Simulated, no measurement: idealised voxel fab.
Presented below is a process module, voxel spacer lines.
260 nm wide, 5 nm square cells: that's cross-section cut.
A cross-section is a grid of square cells, given in bands from the top down. A band is one or more rows of cells. For a band, the entry starts with two heights in nm, that of the top and then that of the bottom, and carries on with the band's materials in order from left to right, each alongside its width in nm; the word "all across" beside a single material means it fills the band edge to edge, and "empty" means empty space. The reference from which all heights are counted is 0, the level beneath which the as-received wafer is entirely one material; the lowest band, having no lower bound, proceeds downward and is written after the example "0 -> down". A width such as "30..40" changes by the same amount from each row of cells to the next, from the band's top row to its bottom row. "no modification" means the step left every cell of the cross-section as it was. Closed-off voids of 8+ cells (no open route to the top) go in "Enclosed cavity list", written width x height at distance from the left edge, in nm. Post-settings text on a step line: simulator's own remark regarding the step. overlay nm: where the mask lay relative to plan, measured to the right, on steps with a mask; negatives go left.
Process steps - plan:
step 1: RECEIVE: material Si
step 2: CONFORMAL_DEP: material Al2O3, thk nm 10
step 3: DIRECTIONAL_DEP: material polySi, thk nm 10
step 4: DIRECTIONAL_DEP: material aC, thk nm 25
step 5: PATTERN: tone cover, mask id MANDREL, material resist, width nm 25, pitch nm 80, thk nm 35, overlay nm 0
step 6: DIRECTIONAL_ETCH: etch materials aC, depth nm 25
step 7: STRIP: etch materials resist
step 8: CONFORMAL_DEP: material SiN, thk nm 15
step 9: DIRECTIONAL_ETCH: etch materials SiN, depth nm 5
step 10: STRIP: etch materials aC
step 11: DIRECTIONAL_ETCH: etch materials polySi, depth nm 10
step 12: STRIP: etch materials SiN
Be aware that, although all wafers share a common starting state, the depth nm at step 9 differs among them, and the plan displays the first wafer's value.
First of several wafers, received after step 1, in cross-section:
* 0 -> down | Si all across
* Enclosed cavity list: none
End of module: cross-section of the first of several wafers after step 12, the last step:
* 45 -> 20 | empty=75 / aC=25 / empty=55 / aC=25 / empty=80
* 20 -> 10 | polySi all across
* 10 -> 0 | Al2O3 all across
* 0 -> down | Si all across
* Enclosed cavity list: none
Showing the last wafer in cross-section at the end of the module:
* 20 -> 10 | empty=60 / polySi=15 / empty=25 / polySi=15 / empty=25 / polySi=15 / empty=25 / polySi=15 / empty=65
* 10 -> 0 | Al2O3 all across
* 0 -> down | Si all across
* Enclosed cavity list: none
Where each wafer stands at the end of the module, a row apiece: cells of each material gained (+) or lost (-) since it was received, then closed voids:
depth nm 5 | +104 Al2O3 | +50 aC | +104 polySi | Enclosed cavity list: none
depth nm 10 | +104 Al2O3 | +50 aC | +104 polySi | Enclosed cavity list: none
depth nm 15 | +104 Al2O3 | +24 polySi | Enclosed cavity list: none
depth nm 20 | +104 Al2O3 | +24 polySi | Enclosed cavity list: none
depth nm 25 | +104 Al2O3 | +24 polySi | Enclosed cavity list: none
depth nm 30 | +104 Al2O3 | +24 polySi | Enclosed cavity list: none
